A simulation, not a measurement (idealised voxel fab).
Process module under the name voxel plated lines
Cross-section cut: width 165 nm, square cells of 5 nm.
When this document writes out a cross-section, it uses a grid of square cells and lists it as bands, beginning at the top and moving down, with a band standing for one or more rows of cells.
Quick guide to a band line: top height, bottom height (nm) up front; then every material left to right with its width in nm. Only one material and it's marked "all across"? Then it fills the band edge to edge. And "blank" just means empty space.
The level at which height equals 0 is the one under which the wafer, as it arrives, is entirely one material. No lower edge exists for the bottom band, which continues downward and is notated as in "0..down".
Width: "30->40" (first number = top row, second number = bottom row, same change from row to row of cells).
Where the words "same as before" appear for a step, the cross-section shows no cell changed by that step; every cell remained as before.
Entry "Enclosed cavities" = empty spaces >= 8 cells with no open way to the top; each as width x height at distance, distance from left edge, all nm.
On a step's line, text after the settings is the simulator commenting on that step.
Steps that use a mask can have "overlay nm" on their line. It says how far the mask sat to the right of where it was meant to be. Negative means to the left.

Planned process steps:
| 1 | RECEIVE with material Si |
| 2 | CONFORMAL_DEP with material Al2O3, thk nm 10 |
| 3 | DIRECTIONAL_DEP with material TiN, thk nm 5 |
| 4 | PATTERN with tone open, mask id LINES, material resist, width nm 15, pitch nm 40, thk nm 35, overlay nm 0 |
| 5 | EPI with material Ru, thk nm 5 |
| 6 | EPI with material Ru, thk nm 10 |
| 7 | EPI with material Ru, thk nm 10 |
| 8 | STRIP with etch materials resist |
| 9 | DIRECTIONAL_ETCH with etch materials TiN, depth nm 5 |
| 10 | CONFORMAL_DEP with material SiO2, thk nm 10 |

Shown in cross-section is the wafer as received, that is, as it stands after step 1:
	0..down  Si all across
	Enclosed cavities: none

First of two wafers at the end of the module, shown in cross-section; run carried out as planned:
	50..40  blank 25 nm; SiO2 35 nm; blank 5 nm; SiO2 35 nm; blank 5 nm; SiO2 35 nm; blank 25 nm
	40..20  blank 25 nm; SiO2 10 nm; Ru 15 nm; SiO2 10 nm; blank 5 nm; SiO2 10 nm; Ru 15 nm; SiO2 10 nm; blank 5 nm; SiO2 10 nm; Ru 15 nm; SiO2 10 nm; blank 25 nm
	20..15  SiO2 35 nm; Ru 15 nm; SiO2 25 nm; Ru 15 nm; SiO2 25 nm; Ru 15 nm; SiO2 35 nm
	15..10  SiO2 35 nm; TiN 15 nm; SiO2 25 nm; TiN 15 nm; SiO2 25 nm; TiN 15 nm; SiO2 35 nm
	10..0  Al2O3 all across
	0..down  Si all across
	Enclosed cavities: none

The second wafer, shown in cross-section after the module: started the same way as the first and given the same plan, yet one mistake crept into how it was run:
	60..50  blank 25 nm; SiO2 35 nm; blank 5 nm; SiO2 35 nm; blank 5 nm; SiO2 35 nm; blank 25 nm
	50..30  blank 25 nm; SiO2 10 nm; Ru 15 nm; SiO2 10 nm; blank 5 nm; SiO2 10 nm; Ru 15 nm; SiO2 10 nm; blank 5 nm; SiO2 10 nm; Ru 15 nm; SiO2 10 nm; blank 25 nm
	30..25  SiO2 35 nm; Ru 15 nm; SiO2 25 nm; Ru 15 nm; SiO2 25 nm; Ru 15 nm; SiO2 35 nm
	25..20  SiO2 35 nm; TiN 15 nm; SiO2 25 nm; TiN 15 nm; SiO2 25 nm; TiN 15 nm; SiO2 35 nm
	20..10  TiN all across
	10..0  Al2O3 all across
	0..down  Si all across
	Enclosed cavities: none
Finding, execution versus plan: for step 3, the planned setting was not used; the step was instead run as DIRECTIONAL_DEP with material TiN, thk nm 15
Counted in cells at the end, the second wafer holds more or fewer of these materials than the first: TiN +66
